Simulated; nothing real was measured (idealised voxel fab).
A process module follows: voxel double patterning.
Square cells of 5 nm make up the cross-section cut, whose width is 290 nm.
Notation: cross-section as square-cell grid; stated in bands, top first, going down; one or more cell rows per band.
Top height, bottom height, nm. Materials left to right, width each, nm. Single material + "full width" = fills band edge to edge. "blank" = empty.
The reference from which all heights are counted is 0, the level beneath which the as-received wafer is entirely one material; the lowest band, having no lower bound, proceeds downward and is written after the example "from 0 down".
You'd read "30..40" like this: the band's top row of cells is as wide as the first number, its bottom row is as wide as the second, and going down, every row changes width by the same amount as the row before did.
It should be understood that the words "changes: none", when stated for a given step, signify that the cross-section underwent no change in any of its cells during that step.
"Completely sealed voids" enumerates empty spaces isolated from the top, with no open way to it, that contain at least 8 cells, giving each as width x height at distance from the left edge, all three in nm.
after a step's settings: what the simulator itself notes on the step
When a step includes a mask, the "overlay nm" setting on its line states how far to the right of its planned place that mask lay, and negative values state how far to the left.
Below is the list of planned process steps:
1) RECEIVE with material Si
2) CONFORMAL_DEP with material SiN, thk nm 5
3) DIRECTIONAL_DEP with material SiO2, thk nm 15
4) DIRECTIONAL_DEP with material SiCN, thk nm 5
5) DIRECTIONAL_DEP with material aC, thk nm 10
6) PATTERN with tone open, mask id FIRST, material resist, width nm 15, pitch nm 50, thk nm 30, overlay nm 0
7) DIRECTIONAL_ETCH with etch materials aC, depth nm 10
8) STRIP with etch materials resist
9) DIRECTIONAL_ETCH with etch materials SiCN, depth nm 5
10) STRIP with etch materials aC
11) PATTERN with tone open, mask id SECOND, material resist, width nm 15, thk nm 20, overlay nm 0
12) DIRECTIONAL_ETCH with etch materials SiCN, depth nm 5
13) STRIP with etch materials resist
14) DIRECTIONAL_ETCH with etch materials SiO2, depth nm 15
15) STRIP with etch materials SiCN
Wafers differ in width nm at step 6; plan lists the first wafer's value; identical starting state.
The first of several wafers in cross-section, exactly as it reached us after step 1:
* from 0 down: Si full width
* Completely sealed voids: none
Cross-section, first of several wafers, end of module, after last step 15:
* from 20 to 5: 110 nm SiO2, 15 nm blank, 10 nm SiO2, 15 nm blank, 10 nm SiO2, 15 nm blank, 115 nm SiO2
* from 5 to 0: SiN full width
* from 0 down: Si full width
* Completely sealed voids: none
Cross-section, module end, final of several wafers:
* from 20 to 5: 105 nm SiO2, 45 nm blank, 5 nm SiO2, 30 nm blank, 105 nm SiO2
* from 5 to 0: SiN full width
* from 0 down: Si full width
* Completely sealed voids: none
Row per wafer, end-of-module: cell gain (+)/loss (-) by material since the wafer came in, then closed voids:
width nm 15 | +58 SiN | +147 SiO2 | Completely sealed voids: none
width nm 20 | +58 SiN | +141 SiO2 | Completely sealed voids: none
width nm 25 | +58 SiN | +135 SiO2 | Completely sealed voids: none
width nm 30 | +58 SiN | +129 SiO2 | Completely sealed voids: none
